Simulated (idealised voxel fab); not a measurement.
Process module heading - voxel quadruple lines
It is cross-section cut that appears here, measuring 265 nm in width, its square cells being 5 nm in size.
Throughout this document, each cross-section is represented as a grid of square cells and is presented as a sequence of bands enumerated from the top downward, where a band comprises one or more rows of cells. The entry gives the band's vertical extent as a top height and a bottom height in nm, then its horizontal make-up as materials from left to right, each with a width in nm. "air" stands for empty space; a single material marked "full width" fills the band edge to edge. The level at which height equals 0 is the one under which the wafer, as it arrives, is entirely one material. No lower edge exists for the bottom band, which continues downward and is notated as in "0 and below". When a width is written as two numbers, as in "30->40", the first number is the width in the top row of cells of the band and the second is the width in its bottom row, and the width changes by the same amount from each row to the next. Step note "no modification" = no cross-section cell changed. This entry, "Sealed internal voids", enumerates those empty regions of no fewer than 8 cells that possess no open connection to the top. Each region is reported in the form width x height at distance, the distance being taken from the left edge, with all three quantities expressed in nm. What comes after the settings on a step's line is commentary from the simulator itself on that step. "overlay nm", when on a step's line for a step with a mask, measures how far to the right of its planned place the mask lay; a negative measure means to the left.
## The steps planned for the process are as follows
1: RECEIVE: material Si
2: CONFORMAL_DEP: material SiO2, thk nm 5
3: DIRECTIONAL_DEP: material TiN, thk nm 10
4: DIRECTIONAL_DEP: material polySi, thk nm 15
5: DIRECTIONAL_DEP: material aC, thk nm 25
6: PATTERN: tone cover, mask id MANDREL, material resist, width nm 15, pitch nm 80, thk nm 30, overlay nm 0
7: DIRECTIONAL_ETCH: etch materials aC, depth nm 25
8: STRIP: etch materials resist
9: CONFORMAL_DEP: material SiO2, thk nm 15
10: DIRECTIONAL_ETCH: etch materials SiO2, depth nm 15
11: STRIP: etch materials aC
12: DIRECTIONAL_ETCH: etch materials polySi, depth nm 15
13: STRIP: etch materials SiO2
14: CONFORMAL_DEP: material SiCN, thk nm 5
15: DIRECTIONAL_ETCH: etch materials SiCN, depth nm 5
16: STRIP: etch materials polySi
17: DIRECTIONAL_ETCH: etch materials TiN, depth nm 10
18: STRIP: etch materials SiCN
Variable across wafers: step 6 width nm (plan value is that of the first wafer; starting state common to all).
## The first of several wafers in cross-section, exactly as it reached us after step 1
	0 and below  Si full width
	Sealed internal voids: none
## End of module, by wafer: material-by-material cell gain (+) or loss (-) since receipt, then closed voids
width nm 15 | +53 SiO2 | +16 TiN | Sealed internal voids: none
width nm 20 | +53 SiO2 | +16 TiN | Sealed internal voids: none
width nm 25 | +53 SiO2 | +16 TiN | Sealed internal voids: none
width nm 30 | +53 SiO2 | +16 TiN | Sealed internal voids: none
width nm 35 | +53 SiO2 | +16 TiN | Sealed internal voids: none
width nm 40 | +53 SiO2 | +16 TiN | Sealed internal voids: none
